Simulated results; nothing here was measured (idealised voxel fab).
Process module in this document: voxel air gaps
The figure presents cross-section cut, which has a width of 245 nm and is divided into square cells with an edge length of 5 nm.
If you're reading a cross-section in this doc, picture square cells in a grid; it comes to you as bands, top ones listed first down to the bottom, and a band can be one or more rows of cells.
Band: top height; bottom height; in nm. Then, left to right: material with width in nm, for each material. "full width": a single material spanning edge to edge. "blank": empty space.
The level at which height equals 0 is the one under which the wafer, as it arrives, is entirely one material. No lower edge exists for the bottom band, which continues downward and is notated as in "top 0, no bottom".
With a width like "30 to 40", each row of cells in the band differs from the next by the same amount, the top row carrying the first number and the bottom row the second.
Given "no modification" for a step, no cell of the cross-section differs between before and after that step.
"Closed void roster" contains a list of empty spaces, each no smaller than 8 cells and without an open way to the top, written in the form width x height at distance with the distance from the left edge and all three in nm.
Formally, on a step line, whatever follows the settings is a remark that the simulator itself makes on the step.
overlay nm, on a step with a mask: how far to the right of its planned place the mask lay; to the left if negative

# The following list gives the planned process steps
1: op RECEIVE | material Si
2: op CONFORMAL_DEP | material SiO2 | thk nm 15
3: op CONFORMAL_DEP | material SiCN | thk nm 5
4: op DIRECTIONAL_DEP | material lowk | thk nm 35
5: op PATTERN | tone open | mask id LINES | material resist | width nm 25 | pitch nm 55 | thk nm 20 | overlay nm 0
6: op DIRECTIONAL_ETCH | etch materials lowk | depth nm 35
7: op STRIP | etch materials resist
8: op CONFORMAL_DEP | material TiN | thk nm 5
9: op FILL_DEP | material W | thk nm 5
10: op CMP | height nm 55
11: op EPI | material Ru | thk nm 10
12: op SELECTIVE_ETCH | etch materials lowk | depth nm 45
13: op CONFORMAL_DEP | material SiCN | thk nm 5

# As-received state of the wafer in cross-section, equivalent to post-step 1
* top 0, no bottom  Si full width
* Closed void roster: none

# Cross-section taken at module completion on the first of two wafers; processed per the plan
* top 70, bottom 65  blank: 40  SiCN: 165  blank: 40
* top 65, bottom 55  blank: 40  SiCN: 5  Ru: 45  SiCN: 10  Ru: 45  SiCN: 10  Ru: 45  SiCN: 5  blank: 40
* top 55, bottom 50  blank: 40  SiCN: 15  TiN: 5  W: 15  TiN: 5  SiCN: 30  TiN: 5  W: 15  TiN: 5  SiCN: 30  TiN: 5  W: 15  TiN: 5  SiCN: 15  blank: 40
* top 50, bottom 25  blank: 50  SiCN: 5  TiN: 5  W: 15  TiN: 5  SiCN: 5  blank: 20  SiCN: 5  TiN: 5  W: 15  TiN: 5  SiCN: 5  blank: 20  SiCN: 5  TiN: 5  W: 15  TiN: 5  SiCN: 5  blank: 50
* top 25, bottom 20  SiCN: 55  TiN: 25  SiCN: 30  TiN: 25  SiCN: 30  TiN: 25  SiCN: 55
* top 20, bottom 15  SiCN full width
* top 15, bottom 0  SiO2 full width
* top 0, no bottom  Si full width
* Closed void roster: 20 x 25 at 85; 20 x 25 at 140

# Second wafer of the two, sectioned at the end of the module. It began like the first and followed the same plan, but one mistake was made while running it
* top 70, bottom 65  blank: 30  SiCN: 165  blank: 50
* top 65, bottom 55  blank: 30  SiCN: 5  Ru: 45  SiCN: 10  Ru: 45  SiCN: 10  Ru: 45  SiCN: 5  blank: 50
* top 55, bottom 50  blank: 30  SiCN: 15  TiN: 5  W: 15  TiN: 5  SiCN: 30  TiN: 5  W: 15  TiN: 5  SiCN: 30  TiN: 5  W: 15  TiN: 5  SiCN: 15  blank: 50
* top 50, bottom 25  blank: 40  SiCN: 5  TiN: 5  W: 15  TiN: 5  SiCN: 5  blank: 20  SiCN: 5  TiN: 5  W: 15  TiN: 5  SiCN: 5  blank: 20  SiCN: 5  TiN: 5  W: 15  TiN: 5  SiCN: 5  blank: 60
* top 25, bottom 20  SiCN: 45  TiN: 25  SiCN: 30  TiN: 25  SiCN: 30  TiN: 25  SiCN: 65
* top 20, bottom 15  SiCN full width
* top 15, bottom 0  SiO2 full width
* top 0, no bottom  Si full width
* Closed void roster: 20 x 25 at 75; 20 x 25 at 130
Where did the run depart from the plan? note that step 5 departed from the planned setting and was carried out as op PATTERN | tone open | mask id LINES | material resist | width nm 25 | pitch nm 55 | thk nm 20 | overlay nm -10
End check, second vs first wafer: material counts in cells match, positions do not.
